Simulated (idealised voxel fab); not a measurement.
You're looking at the process module voxel capacitor over wiring.
Cross-sectional view cut (width: 265 nm; square cell size: 5 nm).
A cross-section is a grid of square cells, given in bands from the top down. A band is one or more rows of cells.
Heights first: top, then bottom, in nm. Then materials, left to right, each with a width in nm. "throughout" on a single material: fills the band edge to edge. "air": empty space.
For the purposes of this specification, 0 denotes the height below which the wafer in its as-received condition is composed wholly of one material, and the lowermost band, lacking a lower limit, extends downward without end, as expressed in "top 0, no bottom".
Per-row width for "30->40": begins at first number (top row of band), ends at second number (bottom row), increment between rows held constant.
A step reported as "nothing different" is a step in which no cell of the cross-section changed.
This entry, "Closed void catalog", enumerates those empty regions of no fewer than 8 cells that possess no open connection to the top. Each region is reported in the form width x height at distance, the distance being taken from the left edge, with all three quantities expressed in nm.
after a step's settings: what the simulator itself notes on the step
overlay nm: right-of-plan distance of the mask on a masked step; negative values mean left-of-plan.
So the way this works: pairs, before and after one process step. The after picture only goes down to the lowest band that actually changed, nothing below. Step and its settings are under each pair. And watch out, pairs might come from different runs of this module, same starting wafer though, so a pair only follows on from the one above if its "Pre-step profile" entry tells you so.
# Pre-step profile
> top 115, bottom 100 | 95 nm resist  15 nm air  155 nm resist
> top 100, bottom 85 | 95 nm aC  15 nm air  155 nm aC
> top 85, bottom 75 | SiO2 throughout
> top 75, bottom 70 | 85 nm SiO2  65 nm TiN  115 nm SiO2
> top 70, bottom 65 | 85 nm SiO2  65 nm HfO2  115 nm SiO2
> top 65, bottom 60 | 80 nm SiO2  75 nm TiN  110 nm SiO2
> top 60, bottom 45 | 85 nm lowk  15 nm Ru  165 nm lowk
> top 45, bottom 40 | 85 nm SiCN  15 nm Ru  165 nm SiCN
> top 40, bottom 35 | 70 nm SiO2  5 nm TiN  20 nm Cu  5 nm TiN  60 nm SiO2  5 nm TiN  20 nm Cu  5 nm TiN  75 nm SiO2
> top 35, bottom 30 | 70 nm SiCN  30 nm TiN  60 nm SiCN  30 nm TiN  75 nm SiCN
> top 30, bottom 0 | SiO2 throughout
> top 0, no bottom | Si throughout
> Closed void catalog: none
# after
> top 100, bottom 85 | 95 nm aC  15 nm air  155 nm aC
> At heights below 85, the structure remains unaltered.
> Closed void catalog: none
What was done to get from the before section above to the after section? STRIP [etch materials resist]
Pre-step profile: starting point is the after cross-section of the pair just above.
# after
> top 100, bottom 85 | 95 nm aC  15 nm air  155 nm aC
> top 85, bottom 75 | 95 nm SiO2  15 nm air  155 nm SiO2
> At heights below 75, the structure remains unaltered.
> Closed void catalog: none
What was done to get from the before section above to the after section? DIRECTIONAL_ETCH [etch materials SiO2] [depth nm 10]
Pre-step profile: starting point is the after cross-section of the pair just above.
# after
> top 85, bottom 75 | 95 nm SiO2  15 nm air  155 nm SiO2
> At heights below 75, the structure remains unaltered.
> Closed void catalog: none
What was done to get from the before section above to the after section? STRIP [etch materials aC]
Pre-step profile: starting point is the after cross-section of the pair just above.
# after
> top 90, bottom 85 | 100 nm TiN  5 nm air  160 nm TiN
> top 85, bottom 80 | 95 nm SiO2  5 nm TiN  5 nm air  5 nm TiN  155 nm SiO2
> top 80, bottom 70 | 95->85 nm SiO2  15->65 nm TiN  155->115 nm SiO2
> At heights below 70, the structure remains unaltered.
> Closed void catalog: none
What was done to get from the before section above to the after section? CONFORMAL_DEP [material TiN] [thk nm 5]
Pre-step profile: starting point is the after cross-section of the pair just above.
# after
> top 95, bottom 90 | Cu throughout
> top 90, bottom 85 | 100 nm TiN  5 nm Cu  160 nm TiN
> top 85, bottom 80 | 95 nm SiO2  5 nm TiN  5 nm Cu  5 nm TiN  155 nm SiO2
> At heights below 80, the structure remains unaltered.
> Closed void catalog: none
What was done to get from the before section above to the after section? FILL_DEP [material Cu] [thk nm 5]
Pre-step profile: starting point is the after cross-section of the pair just above.
# after
> top 85, bottom 80 | 95 nm SiO2  5 nm TiN  5 nm Cu  5 nm TiN  155 nm SiO2
> At heights below 80, the structure remains unaltered.
> Closed void catalog: none
What was done to get from the before section above to the after section? CMP [height nm 85]
Pre-step profile: starting point is the after cross-section of the pair just above.
# after
> top 90, bottom 85 | SiCN throughout
> At heights below 85, the structure remains unaltered.
> Closed void catalog: none
What was done to get from the before section above to the after section? CONFORMAL_DEP [material SiCN] [thk nm 5]
# Pre-step profile
> top 0, no bottom | Si throughout
> Closed void catalog: none
# after
> top 5, bottom 0 | SiCN throughout
> At heights below 0, the structure remains unaltered.
> Closed void catalog: none
What was done to get from the before section above to the after section? CONFORMAL_DEP [material SiCN] [thk nm 5]
Pre-step profile: starting point is the after cross-section of the pair just above.
# after
> top 20, bottom 5 | SiO2 throughout
> At heights below 5, the structure remains unaltered.
> Closed void catalog: none
What was done to get from the before section above to the after section? CONFORMAL_DEP [material SiO2] [thk nm 15]
Pre-step profile: starting point is the after cross-section of the pair just above.
# after
> top 40, bottom 5 | SiO2 throughout
> At heights below 5, the structure remains unaltered.
> Closed void catalog: none
What was done to get from the before section above to the after section? DIRECTIONAL_DEP [material SiO2] [thk nm 20]
Pre-step profile: starting point is the after cross-section of the pair just above.
# after
> top 40, bottom 20 | 70 nm SiO2  30 nm air  60 nm SiO2  30 nm air  75 nm SiO2
> At heights below 20, the structure remains unaltered.
> Closed void catalog: none
What was done to get from the before section above to the after section? MASKED_ETCH [tone open] [mask id METAL_1] [width nm 30] [pitch nm 90] [etch materials SiO2] [depth nm 20] [overlay nm 0]
Pre-step profile: starting point is the after cross-section of the pair just above.
# after
> top 45, bottom 40 | 75 nm TiN  20 nm air  70 nm TiN  20 nm air  80 nm TiN
> top 40, bottom 25 | 70 nm SiO2  5 nm TiN  20 nm air  5 nm TiN  60 nm SiO2  5 nm TiN  20 nm air  5 nm TiN  75 nm SiO2
> top 25, bottom 20 | 70 nm SiO2  30 nm TiN  60 nm SiO2  30 nm TiN  75 nm SiO2
> At heights below 20, the structure remains unaltered.
> Closed void catalog: none
What was done to get from the before section above to the after section? CONFORMAL_DEP [material TiN] [thk nm 5]
Pre-step profile: starting point is the after cross-section of the pair just above.
# after
> top 55, bottom 45 | Cu throughout
> top 45, bottom 40 | 75 nm TiN  20 nm Cu  70 nm TiN  20 nm Cu  80 nm TiN
> top 40, bottom 25 | 70 nm SiO2  5 nm TiN  20 nm Cu  5 nm TiN  60 nm SiO2  5 nm TiN  20 nm Cu  5 nm TiN  75 nm SiO2
> At heights below 25, the structure remains unaltered.
> Closed void catalog: none
What was done to get from the before section above to the after section? FILL_DEP [material Cu] [thk nm 10]
Pre-step profile: starting point is the after cross-section of the pair just above.
# after
> top 40, bottom 25 | 70 nm SiO2  5 nm TiN  20 nm Cu  5 nm TiN  60 nm SiO2  5 nm TiN  20 nm Cu  5 nm TiN  75 nm SiO2
> At heights below 25, the structure remains unaltered.
> Closed void catalog: none
What was done to get from the before section above to the after section? CMP [height nm 40]
Pre-step profile: starting point is the after cross-section of the pair just above.
# after
> top 45, bottom 40 | SiCN throughout
> At heights below 40, the structure remains unaltered.
> Closed void catalog: none
What was done to get from the before section above to the after section? CONFORMAL_DEP [material SiCN] [thk nm 5]
Pre-step profile: starting point is the after cross-section of the pair just above.
# after
> top 60, bottom 45 | lowk throughout
> At heights below 45, the structure remains unaltered.
> Closed void catalog: none
What was done to get from the before section above to the after section? DIRECTIONAL_DEP [material lowk] [thk nm 15]
Pre-step profile: starting point is the after cross-section of the pair just above.
# after
> top 80, bottom 60 | 85 nm resist  15 nm air  165 nm resist
> At heights below 60, the structure remains unaltered.
> Closed void catalog: none
What was done to get from the before section above to the after section? PATTERN [tone open] [mask id PLUG_1] [material resist] [width nm 15] [thk nm 20] [overlay nm 0]
Pre-step profile: starting point is the after cross-section of the pair just above.
# after
> top 80, bottom 60 | 85 nm resist  15 nm air  165 nm resist
> top 60, bottom 45 | 85 nm lowk  15 nm air  165 nm lowk
> At heights below 45, the structure remains unaltered.
> Closed void catalog: none
What was done to get from the before section above to the after section? DIRECTIONAL_ETCH [etch materials lowk] [depth nm 15]
Pre-step profile: starting point is the after cross-section of the pair just above.
# after
> top 80, bottom 60 | 85 nm resist  15 nm air  165 nm resist
> top 60, bottom 45 | 85 nm lowk  15 nm air  165 nm lowk
> top 45, bottom 40 | 85 nm SiCN  15 nm air  165 nm SiCN
> At heights below 40, the structure remains unaltered.
> Closed void catalog: none
What was done to get from the before section above to the after section? DIRECTIONAL_ETCH [etch materials SiCN] [depth nm 5]
Pre-step profile: starting point is the after cross-section of the pair just above.
# after
> top 60, bottom 45 | 85 nm lowk  15 nm air  165 nm lowk
> At heights below 45, the structure remains unaltered.
> Closed void catalog: none
What was done to get from the before section above to the after section? STRIP [etch materials resist]
Pre-step profile: starting point is the after cross-section of the pair just above.
# after
> top 60, bottom 50 | 85 nm lowk  15 nm air  165 nm lowk
> top 50, bottom 45 | 85 nm lowk  15 nm Ru  165 nm lowk
> top 45, bottom 40 | 85 nm SiCN  15 nm Ru  165 nm SiCN
> At heights below 40, the structure remains unaltered.
> Closed void catalog: none
What was done to get from the before section above to the after section? EPI [material Ru] [thk nm 10]
Pre-step profile: starting point is the after cross-section of the pair just above.
# after
> top 60, bottom 45 | 85 nm lowk  15 nm Ru  165 nm lowk
> At heights below 45, the structure remains unaltered.
> Closed void catalog: none
What was done to get from the before section above to the after section? EPI [material Ru] [thk nm 10]
Pre-step profile: starting point is the after cross-section of the pair just above.
# after
> top 65, bottom 60 | TiN throughout
> At heights below 60, the structure remains unaltered.
> Closed void catalog: none
What was done to get from the before section above to the after section? DIRECTIONAL_DEP [material TiN] [thk nm 5]
Pre-step profile: starting point is the after cross-section of the pair just above.
# after
> top 70, bottom 65 | HfO2 throughout
> At heights below 65, the structure remains unaltered.
> Closed void catalog: none
What was done to get from the before section above to the after section? DIRECTIONAL_DEP [material HfO2] [thk nm 5]
Pre-step profile: starting point is the after cross-section of the pair just above.
# after
> top 75, bottom 70 | TiN throughout
> At heights below 70, the structure remains unaltered.
> Closed void catalog: none
What was done to get from the before section above to the after section? DIRECTIONAL_DEP [material TiN] [thk nm 5]
Pre-step profile: starting point is the after cross-section of the pair just above.
# after
> top 90, bottom 75 | aC throughout
> At heights below 75, the structure remains unaltered.
> Closed void catalog: none
What was done to get from the before section above to the after section? DIRECTIONAL_DEP [material aC] [thk nm 15]
Pre-step profile: starting point is the after cross-section of the pair just above.
# after
> top 120, bottom 90 | 85 nm air  65 nm resist  115 nm air
> At heights below 90, the structure remains unaltered.
> Closed void catalog: none
What was done to get from the before section above to the after section? PATTERN [tone cover] [mask id UPPER_PLATE] [material resist] [width nm 65] [thk nm 30] [overlay nm 0]
Pre-step profile: starting point is the after cross-section of the pair just above.
# after
> top 105, bottom 90 | 85 nm air  65 nm resist  115 nm air
> top 90, bottom 75 | 85 nm air  65 nm aC  115 nm air
> At heights below 75, the structure remains unaltered.
> Closed void catalog: none
What was done to get from the before section above to the after section? DIRECTIONAL_ETCH [etch materials aC] [depth nm 15]
Pre-step profile: starting point is the after cross-section of the pair just above.
# after
> top 90, bottom 75 | 85 nm air  65 nm aC  115 nm air
> At heights below 75, the structure remains unaltered.
> Closed void catalog: none
What was done to get from the before section above to the after section? STRIP [etch materials resist]
Pre-step profile: starting point is the after cross-section of the pair just above.
# after
> top 90, bottom 75 | 85 nm air  65 nm aC  115 nm air
> top 75, bottom 70 | 85 nm air  65 nm TiN  115 nm air
> At heights below 70, the structure remains unaltered.
> Closed void catalog: none
What was done to get from the before section above to the after section? DIRECTIONAL_ETCH [etch materials TiN] [depth nm 5]
Pre-step profile: starting point is the after cross-section of the pair just above.
# after
> top 90, bottom 75 | 85 nm air  65 nm aC  115 nm air
> top 75, bottom 70 | 85 nm air  65 nm TiN  115 nm air
> top 70, bottom 65 | 85 nm air  65 nm HfO2  115 nm air
> At heights below 65, the structure remains unaltered.
> Closed void catalog: none
What was done to get from the before section above to the after section? DIRECTIONAL_ETCH [etch materials HfO2] [depth nm 5]
Pre-step profile: starting point is the after cross-section of the pair just above.
# after
> top 75, bottom 70 | 85 nm air  65 nm TiN  115 nm air
> At heights below 70, the structure remains unaltered.
> Closed void catalog: none
What was done to get from the before section above to the after section? STRIP [etch materials aC]
Pre-step profile: starting point is the after cross-section of the pair just above.
# after
> top 75, bottom 70 | 85 nm air  65 nm TiN  115 nm air
> top 70, bottom 65 | 85 nm air  65 nm HfO2  115 nm air
> top 65, bottom 60 | 80 nm air  75 nm TiN  110 nm air
> At heights below 60, the structure remains unaltered.
> Closed void catalog: none
What was done to get from the before section above to the after section? MASKED_ETCH [tone cover] [mask id LOWER_PLATE] [width nm 75] [etch materials TiN] [depth nm 5] [overlay nm 0]
Pre-step profile: starting point is the after cross-section of the pair just above.
# after
> top 90, bottom 75 | SiO2 throughout
> top 75, bottom 70 | 85 nm SiO2  65 nm TiN  115 nm SiO2
> top 70, bottom 65 | 85 nm SiO2  65 nm HfO2  115 nm SiO2
> top 65, bottom 60 | 80 nm SiO2  75 nm TiN  110 nm SiO2
> At heights below 60, the structure remains unaltered.
> Closed void catalog: none
What was done to get from the before section above to the after section? FILL_DEP [material SiO2] [thk nm 15]
Pre-step profile: starting point is the after cross-section of the pair just above.
# after
> top 85, bottom 75 | SiO2 throughout
> At heights below 75, the structure remains unaltered.
> Closed void catalog: none
What was done to get from the before section above to the after section? CMP [height nm 85]
Pre-step profile: starting point is the after cross-section of the pair just above.
# after
> top 100, bottom 85 | aC throughout
> At heights below 85, the structure remains unaltered.
> Closed void catalog: none
What was done to get from the before section above to the after section? DIRECTIONAL_DEP [material aC] [thk nm 15]
Pre-step profile: starting point is the after cross-section of the pair just above.
# after
> top 130, bottom 100 | 95 nm resist  15 nm air  155 nm resist
> At heights below 100, the structure remains unaltered.
> Closed void catalog: none
What was done to get from the before section above to the after section? PATTERN [tone open] [mask id PLUG_2] [material resist] [width nm 15] [thk nm 30] [overlay nm 0]
Pre-step profile: starting point is the after cross-section of the pair just above.
# after
> top 115, bottom 100 | 95 nm resist  15 nm air  155 nm resist
> top 100, bottom 85 | 95 nm aC  15 nm air  155 nm aC
> At heights below 85, the structure remains unaltered.
> Closed void catalog: none
What was done to get from the before section above to the after section? DIRECTIONAL_ETCH [etch materials aC] [depth nm 15]
Pre-step profile: starting point is the after cross-section of the pair just above.
# after
> top 100, bottom 85 | 95 nm aC  15 nm air  155 nm aC
> At heights below 85, the structure remains unaltered.
> Closed void catalog: none
What was done to get from the before section above to the after section? STRIP [etch materials resist]
Pre-step profile: starting point is the after cross-section of the pair just above.
# after
> top 100, bottom 85 | 95 nm aC  15 nm air  155 nm aC
> top 85, bottom 75 | 95 nm SiO2  15 nm air  155 nm SiO2
> At heights below 75, the structure remains unaltered.
> Closed void catalog: none
What was done to get from the before section above to the after section? DIRECTIONAL_ETCH [etch materials SiO2] [depth nm 10]
Pre-step profile: starting point is the after cross-section of the pair just above.
# after
> top 85, bottom 75 | 95 nm SiO2  15 nm air  155 nm SiO2
> At heights below 75, the structure remains unaltered.
> Closed void catalog: none
What was done to get from the before section above to the after section? STRIP [etch materials aC]
Pre-step profile: starting point is the after cross-section of the pair just above.
# after
> top 90, bottom 85 | 100 nm TiN  5 nm air  160 nm TiN
> top 85, bottom 80 | 95 nm SiO2  5 nm TiN  5 nm air  5 nm TiN  155 nm SiO2
> top 80, bottom 70 | 95->85 nm SiO2  15->65 nm TiN  155->115 nm SiO2
> At heights below 70, the structure remains unaltered.
> Closed void catalog: none
What was done to get from the before section above to the after section? CONFORMAL_DEP [material TiN] [thk nm 5]
Pre-step profile: starting point is the after cross-section of the pair just above.
# after
> top 95, bottom 90 | Cu throughout
> top 90, bottom 85 | 100 nm TiN  5 nm Cu  160 nm TiN
> top 85, bottom 80 | 95 nm SiO2  5 nm TiN  5 nm Cu  5 nm TiN  155 nm SiO2
> At heights below 80, the structure remains unaltered.
> Closed void catalog: none
What was done to get from the before section above to the after section? FILL_DEP [material Cu] [thk nm 5]
Pre-step profile: starting point is the after cross-section of the pair just above.
# after
> top 85, bottom 80 | 95 nm SiO2  5 nm TiN  5 nm Cu  5 nm TiN  155 nm SiO2
> At heights below 80, the structure remains unaltered.
> Closed void catalog: none
What was done to get from the before section above to the after section? CMP [height nm 85]
Pre-step profile: starting point is the after cross-section of the pair just above.
# after
> top 90, bottom 85 | SiCN throughout
> At heights below 85, the structure remains unaltered.
> Closed void catalog: none
What was done to get from the before section above to the after section? CONFORMAL_DEP [material SiCN] [thk nm 5]
# Pre-step profile
> top 95, bottom 90 | Cu throughout
> top 90, bottom 85 | 100 nm TiN  5 nm Cu  160 nm TiN
> top 85, bottom 80 | 95 nm SiO2  5 nm TiN  5 nm Cu  5 nm TiN  155 nm SiO2
> top 80, bottom 70 | 95->85 nm SiO2  15->65 nm TiN  155->115 nm SiO2
> top 70, bottom 65 | 85 nm SiO2  65 nm HfO2  115 nm SiO2
> top 65, bottom 60 | 80 nm SiO2  75 nm TiN  110 nm SiO2
> top 60, bottom 45 | 85 nm lowk  15 nm Ru  165 nm lowk
> top 45, bottom 40 | 85 nm SiCN  15 nm Ru  165 nm SiCN
> top 40, bottom 20 | 70 nm SiO2  5 nm TiN  20 nm Cu  5 nm TiN  60 nm SiO2  5 nm TiN  20 nm Cu  5 nm TiN  75 nm SiO2
> top 20, bottom 15 | 70 nm SiCN  30 nm TiN  60 nm SiCN  30 nm TiN  75 nm SiCN
> top 15, bottom 0 | SiO2 throughout
> top 0, no bottom | Si throughout
> Closed void catalog: none
# after
> top 75, bottom 70 | 85 nm SiO2  65 nm TiN  115 nm SiO2
> At heights below 70, the structure remains unaltered.
> Closed void catalog: none
What was done to get from the before section above to the after section? CMP [height nm 75]
Pre-step profile: starting point is the after cross-section of the pair just above.
# after
> top 80, bottom 75 | SiCN throughout
> At heights below 75, the structure remains unaltered.
> Closed void catalog: none
What was done to get from the before section above to the after section? CONFORMAL_DEP [material SiCN] [thk nm 5]
# Pre-step profile
> top 90, bottom 75 | aC throughout
> top 75, bottom 70 | TiN throughout
> top 70, bottom 65 | HfO2 throughout
> top 65, bottom 60 | TiN throughout
> top 60, bottom 45 | 85 nm lowk  15 nm Ru  165 nm lowk
> top 45, bottom 40 | 85 nm SiCN  15 nm Ru  165 nm SiCN
> top 40, bottom 20 | 70 nm SiO2  5 nm TiN  20 nm Cu  5 nm TiN  60 nm SiO2  5 nm TiN  20 nm Cu  5 nm TiN  75 nm SiO2
> top 20, bottom 15 | 70 nm SiCN  30 nm TiN  60 nm SiCN  30 nm TiN  75 nm SiCN
> top 15, bottom 0 | SiO2 throughout
> top 0, no bottom | Si throughout
> Closed void catalog: none
# after
> top 120, bottom 90 | 90 nm air  60 nm resist  115 nm air
> At heights below 90, the structure remains unaltered.
> Closed void catalog: none
What was done to get from the before section above to the after section? PATTERN [tone cover] [mask id UPPER_PLATE] [material resist] [width nm 60] [thk nm 30] [overlay nm 0]
Pre-step profile: starting point is the after cross-section of the pair just above.
# after
> top 105, bottom 90 | 90 nm air  60 nm resist  115 nm air
> top 90, bottom 75 | 90 nm air  60 nm aC  115 nm air
> At heights below 75, the structure remains unaltered.
> Closed void catalog: none
What was done to get from the before section above to the after section? DIRECTIONAL_ETCH [etch materials aC] [depth nm 15]
Pre-step profile: starting point is the after cross-section of the pair just above.
# after
> top 90, bottom 75 | 90 nm air  60 nm aC  115 nm air
> At heights below 75, the structure remains unaltered.
> Closed void catalog: none
What was done to get from the before section above to the after section? STRIP [etch materials resist]
Pre-step profile: starting point is the after cross-section of the pair just above.
# after
> top 90, bottom 75 | 90 nm air  60 nm aC  115 nm air
> top 75, bottom 70 | 90 nm air  60 nm TiN  115 nm air
> At heights below 70, the structure remains unaltered.
> Closed void catalog: none
What was done to get from the before section above to the after section? DIRECTIONAL_ETCH [etch materials TiN] [depth nm 5]
Pre-step profile: starting point is the after cross-section of the pair just above.
# after
> top 90, bottom 75 | 90 nm air  60 nm aC  115 nm air
> top 75, bottom 70 | 90 nm air  60 nm TiN  115 nm air
> top 70, bottom 65 | 90 nm air  60 nm HfO2  115 nm air
> At heights below 65, the structure remains unaltered.
> Closed void catalog: none
What was done to get from the before section above to the after section? DIRECTIONAL_ETCH [etch materials HfO2] [depth nm 5]
Pre-step profile: starting point is the after cross-section of the pair just above.
# after
> top 75, bottom 70 | 90 nm air  60 nm TiN  115 nm air
> At heights below 70, the structure remains unaltered.
> Closed void catalog: none
What was done to get from the before section above to the after section? STRIP [etch materials aC]
Pre-step profile: starting point is the after cross-section of the pair just above.
# after
> top 75, bottom 70 | 90 nm air  60 nm TiN  115 nm air
> top 70, bottom 65 | 90 nm air  60 nm HfO2  115 nm air
> top 65, bottom 60 | 80 nm air  75 nm TiN  110 nm air
> At heights below 60, the structure remains unaltered.
> Closed void catalog: none
What was done to get from the before section above to the after section? MASKED_ETCH [tone cover] [mask id LOWER_PLATE] [width nm 75] [etch materials TiN] [depth nm 5] [overlay nm 0]
Pre-step profile: starting point is the after cross-section of the pair just above.
# after
> top 90, bottom 75 | SiO2 throughout
> top 75, bottom 70 | 90 nm SiO2  60 nm TiN  115 nm SiO2
> top 70, bottom 65 | 90 nm SiO2  60 nm HfO2  115 nm SiO2
> top 65, bottom 60 | 80 nm SiO2  75 nm TiN  110 nm SiO2
> At heights below 60, the structure remains unaltered.
> Closed void catalog: none
What was done to get from the before section above to the after section? FILL_DEP [material SiO2] [thk nm 15]
Pre-step profile: starting point is the after cross-section of the pair just above.
# after
> top 85, bottom 75 | SiO2 throughout
> At heights below 75, the structure remains unaltered.
> Closed void catalog: none
What was done to get from the before section above to the after section? CMP [height nm 85]
Pre-step profile: starting point is the after cross-section of the pair just above.
# after
> top 100, bottom 85 | aC throughout
> At heights below 85, the structure remains unaltered.
> Closed void catalog: none
What was done to get from the before section above to the after section? DIRECTIONAL_DEP [material aC] [thk nm 15]
Pre-step profile: starting point is the after cross-section of the pair just above.
# after
> top 130, bottom 100 | 95 nm resist  15 nm air  155 nm resist
> At heights below 100, the structure remains unaltered.
> Closed void catalog: none
What was done to get from the before section above to the after section? PATTERN [tone open] [mask id PLUG_2] [material resist] [width nm 15] [thk nm 30] [overlay nm 0]
Pre-step profile: starting point is the after cross-section of the pair just above.
# after
> top 115, bottom 100 | 95 nm resist  15 nm air  155 nm resist
> top 100, bottom 85 | 95 nm aC  15 nm air  155 nm aC
> At heights below 85, the structure remains unaltered.
> Closed void catalog: none
What was done to get from the before section above to the after section? DIRECTIONAL_ETCH [etch materials aC] [depth nm 15]
Pre-step profile: starting point is the after cross-section of the pair just above.
# after
> top 100, bottom 85 | 95 nm aC  15 nm air  155 nm aC
> At heights below 85, the structure remains unaltered.
> Closed void catalog: none
What was done to get from the before section above to the after section? STRIP [etch materials resist]
Pre-step profile: starting point is the after cross-section of the pair just above.
# after
> top 100, bottom 85 | 95 nm aC  15 nm air  155 nm aC
> top 85, bottom 75 | 95 nm SiO2  15 nm air  155 nm SiO2
> At heights below 75, the structure remains unaltered.
> Closed void catalog: none
What was done to get from the before section above to the after section? DIRECTIONAL_ETCH [etch materials SiO2] [depth nm 10]
Pre-step profile: starting point is the after cross-section of the pair just above.
# after
> top 85, bottom 75 | 95 nm SiO2  15 nm air  155 nm SiO2
> At heights below 75, the structure remains unaltered.
> Closed void catalog: none
What was done to get from the before section above to the after section? STRIP [etch materials aC]
Pre-step profile: starting point is the after cross-section of the pair just above.
# after
> top 90, bottom 85 | 100 nm TiN  5 nm air  160 nm TiN
> top 85, bottom 80 | 95 nm SiO2  5 nm TiN  5 nm air  5 nm TiN  155 nm SiO2
> top 80, bottom 70 | 95->90 nm SiO2  15->60 nm TiN  155->115 nm SiO2
> At heights below 70, the structure remains unaltered.
> Closed void catalog: none
What was done to get from the before section above to the after section? CONFORMAL_DEP [material TiN] [thk nm 5]
Pre-step profile: starting point is the after cross-section of the pair just above.
# after
> top 95, bottom 90 | Cu throughout
> top 90, bottom 85 | 100 nm TiN  5 nm Cu  160 nm TiN
> top 85, bottom 80 | 95 nm SiO2  5 nm TiN  5 nm Cu  5 nm TiN  155 nm SiO2
> At heights below 80, the structure remains unaltered.
> Closed void catalog: none
What was done to get from the before section above to the after section? FILL_DEP [material Cu] [thk nm 5]
Pre-step profile: starting point is the after cross-section of the pair just above.
# after
> top 85, bottom 80 | 95 nm SiO2  5 nm TiN  5 nm Cu  5 nm TiN  155 nm SiO2
> At heights below 80, the structure remains unaltered.
> Closed void catalog: none
What was done to get from the before section above to the after section? CMP [height nm 85]
Pre-step profile: starting point is the after cross-section of the pair just above.
# after
> top 90, bottom 85 | SiCN throughout
> At heights below 85, the structure remains unaltered.
> Closed void catalog: none
What was done to get from the before section above to the after section? CONFORMAL_DEP [material SiCN] [thk nm 5]
# Pre-step profile
> top 40, bottom 20 | 70 nm SiO2  30 nm air  60 nm SiO2  30 nm air  75 nm SiO2
> top 20, bottom 15 | SiCN throughout
> top 15, bottom 0 | SiO2 throughout
> top 0, no bottom | Si throughout
> Closed void catalog: none
# after
> top 40, bottom 20 | 70 nm SiO2  30 nm air  60 nm SiO2  30 nm air  75 nm SiO2
> top 20, bottom 15 | 70 nm SiCN  25 nm air  65 nm SiCN  25 nm air  80 nm SiCN
> At heights below 15, the structure remains unaltered.
> Closed void catalog: none
What was done to get from the before section above to the after section? MASKED_ETCH [tone open] [mask id METAL_1] [width nm 30] [pitch nm 90] [etch materials SiCN] [depth nm 5] [overlay nm -5]
Pre-step profile: starting point is the after cross-section of the pair just above.
# after
> top 45, bottom 40 | 75 nm TiN  20 nm air  70 nm TiN  20 nm air  80 nm TiN
> top 40, bottom 25 | 70 nm SiO2  5 nm TiN  20 nm air  5 nm TiN  60 nm SiO2  5 nm TiN  20 nm air  5 nm TiN  75 nm SiO2
> top 25, bottom 20 | 70 nm SiO2  5 nm TiN  15 nm air  10 nm TiN  60 nm SiO2  5 nm TiN  15 nm air  10 nm TiN  75 nm SiO2
> top 20, bottom 15 | 70 nm SiCN  25 nm TiN  65 nm SiCN  25 nm TiN  80 nm SiCN
> At heights below 15, the structure remains unaltered.
> Closed void catalog: none
What was done to get from the before section above to the after section? CONFORMAL_DEP [material TiN] [thk nm 5]
Pre-step profile: starting point is the after cross-section of the pair just above.
# after
> top 55, bottom 45 | Cu throughout
> top 45, bottom 40 | 75 nm TiN  20 nm Cu  70 nm TiN  20 nm Cu  80 nm TiN
> top 40, bottom 25 | 70 nm SiO2  5 nm TiN  20 nm Cu  5 nm TiN  60 nm SiO2  5 nm TiN  20 nm Cu  5 nm TiN  75 nm SiO2
> top 25, bottom 20 | 70 nm SiO2  5 nm TiN  15 nm Cu  10 nm TiN  60 nm SiO2  5 nm TiN  15 nm Cu  10 nm TiN  75 nm SiO2
> At heights below 20, the structure remains unaltered.
> Closed void catalog: none
What was done to get from the before section above to the after section? FILL_DEP [material Cu] [thk nm 10]
Pre-step profile: starting point is the after cross-section of the pair just above.
# after
> top 40, bottom 25 | 70 nm SiO2  5 nm TiN  20 nm Cu  5 nm TiN  60 nm SiO2  5 nm TiN  20 nm Cu  5 nm TiN  75 nm SiO2
> At heights below 25, the structure remains unaltered.
> Closed void catalog: none
What was done to get from the before section above to the after section? CMP [height nm 40]
Pre-step profile: starting point is the after cross-section of the pair just above.
# after
> top 45, bottom 40 | SiCN throughout
> At heights below 40, the structure remains unaltered.
> Closed void catalog: none
What was done to get from the before section above to the after section? CONFORMAL_DEP [material SiCN] [thk nm 5]
Pre-step profile: starting point is the after cross-section of the pair just above.
# after
> top 60, bottom 45 | lowk throughout
> At heights below 45, the structure remains unaltered.
> Closed void catalog: none
What was done to get from the before section above to the after section? DIRECTIONAL_DEP [material lowk] [thk nm 15]
Pre-step profile: starting point is the after cross-section of the pair just above.
# after
> top 80, bottom 60 | 85 nm resist  15 nm air  165 nm resist
> At heights below 60, the structure remains unaltered.
> Closed void catalog: none
What was done to get from the before section above to the after section? PATTERN [tone open] [mask id PLUG_1] [material resist] [width nm 15] [thk nm 20] [overlay nm 0]
Pre-step profile: starting point is the after cross-section of the pair just above.
# after
> top 80, bottom 60 | 85 nm resist  15 nm air  165 nm resist
> top 60, bottom 45 | 85 nm lowk  15 nm air  165 nm lowk
> At heights below 45, the structure remains unaltered.
> Closed void catalog: none
What was done to get from the before section above to the after section? DIRECTIONAL_ETCH [etch materials lowk] [depth nm 15]
Pre-step profile: starting point is the after cross-section of the pair just above.
# after
> top 80, bottom 60 | 85 nm resist  15 nm air  165 nm resist
> top 60, bottom 45 | 85 nm lowk  15 nm air  165 nm lowk
> top 45, bottom 40 | 85 nm SiCN  15 nm air  165 nm SiCN
> At heights below 40, the structure remains unaltered.
> Closed void catalog: none
What was done to get from the before section above to the after section? DIRECTIONAL_ETCH [etch materials SiCN] [depth nm 5]
Pre-step profile: starting point is the after cross-section of the pair just above.
# after
> top 60, bottom 45 | 85 nm lowk  15 nm air  165 nm lowk
> At heights below 45, the structure remains unaltered.
> Closed void catalog: none
What was done to get from the before section above to the after section? STRIP [etch materials resist]
Pre-step profile: starting point is the after cross-section of the pair just above.
# after
> top 60, bottom 50 | 85 nm lowk  15 nm air  165 nm lowk
> top 50, bottom 45 | 85 nm lowk  15 nm Ru  165 nm lowk
> top 45, bottom 40 | 85 nm SiCN  15 nm Ru  165 nm SiCN
> At heights below 40, the structure remains unaltered.
> Closed void catalog: none
What was done to get from the before section above to the after section? EPI [material Ru] [thk nm 10]
Pre-step profile: starting point is the after cross-section of the pair just above.
# after
> top 60, bottom 45 | 85 nm lowk  15 nm Ru  165 nm lowk
> At heights below 45, the structure remains unaltered.
> Closed void catalog: none
What was done to get from the before section above to the after section? EPI [material Ru] [thk nm 10]
Pre-step profile: starting point is the after cross-section of the pair just above.
# after
> top 65, bottom 60 | TiN throughout
> At heights below 60, the structure remains unaltered.
> Closed void catalog: none
What was done to get from the before section above to the after section? DIRECTIONAL_DEP [material TiN] [thk nm 5]
Pre-step profile: starting point is the after cross-section of the pair just above.
# after
> top 70, bottom 65 | HfO2 throughout
> At heights below 65, the structure remains unaltered.
> Closed void catalog: none
What was done to get from the before section above to the after section? DIRECTIONAL_DEP [material HfO2] [thk nm 5]
Pre-step profile: starting point is the after cross-section of the pair just above.
# after
> top 75, bottom 70 | TiN throughout
> At heights below 70, the structure remains unaltered.
> Closed void catalog: none
What was done to get from the before section above to the after section? DIRECTIONAL_DEP [material TiN] [thk nm 5]
